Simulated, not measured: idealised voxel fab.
Process module name: voxel fin reveal
Pictured: cross-section cut, 185 nm wide, on a grid of 5 nm square cells.
Notation: cross-section as square-cell grid; stated in bands, top first, going down; one or more cell rows per band.
Heights first: top, then bottom, in nm. Then materials, left to right, each with a width in nm. "everywhere" on a single material: fills the band edge to edge. "empty": empty space.
For the purposes of this specification, 0 denotes the height below which the wafer in its as-received condition is composed wholly of one material, and the lowermost band, lacking a lower limit, extends downward without end, as expressed in "0 -> down".
Width "30->40": first value at the band's top row of cells, second value at its bottom row, equal change from row to row.
Step marked "remained unchanged"? Then no cell in the cross-section changed in it.
Heads up: "Enclosed void inventory" only lists the empty pockets with no open path to the top that are 8 cells or more, and it writes them as width x height at distance, distance from the left edge, in nm.
Read whatever lies past the settings on a step's line as the simulator's own remark about the step.
The "overlay nm" setting may appear on a step's line; for a step that uses a mask, it gives how far to the right of its planned position the mask lay, and a negative value indicates the left.
[Steps in the process plan]
1. RECEIVE,material Si
2. CONFORMAL_DEP,material SiN,thk nm 5
3. DIRECTIONAL_DEP,material aC,thk nm 15
4. PATTERN,tone cover,mask id FINS,material resist,width nm 15,pitch nm 45,thk nm 35,overlay nm 0
5. DIRECTIONAL_ETCH,etch materials aC,depth nm 15
6. STRIP,etch materials resist
7. DIRECTIONAL_ETCH,etch materials SiN,depth nm 5
8. DIRECTIONAL_ETCH,etch materials Si,depth nm 35
9. STRIP,etch materials aC
10. OXIDIZE,depth nm 5
11. FILL_DEP,material SiO2,thk nm 10
12. CMP,height nm 5
13. SELECTIVE_ETCH,etch materials SiO2,depth nm 20
14. STRIP,etch materials SiN
15. CONFORMAL_DEP,material SiO2,thk nm 5
[Cross-section, incoming material, after step 1]
    0 -> down  Si everywhere
    Enclosed void inventory: none
[Cross-section at module end, one run error; start and plan unchanged from above]
    5 -> 0  empty: 60 | SiO2: 15 | empty: 30 | SiO2: 15 | empty: 65
    0 -> -10  empty: 60 | SiO2: 5 | Si: 5 | SiO2: 5 | empty: 30 | SiO2: 5 | Si: 5 | SiO2: 5 | empty: 65
    -10 -> -30  SiO2: 65 | Si: 5 | SiO2: 40 | Si: 5 | SiO2: 70
    -30 -> down  Si everywhere
    Enclosed void inventory: none
Where did the run depart from the plan? heads up, step 8 didn't go per plan, it actually ran as DIRECTIONAL_ETCH,etch materials Si,depth nm 25
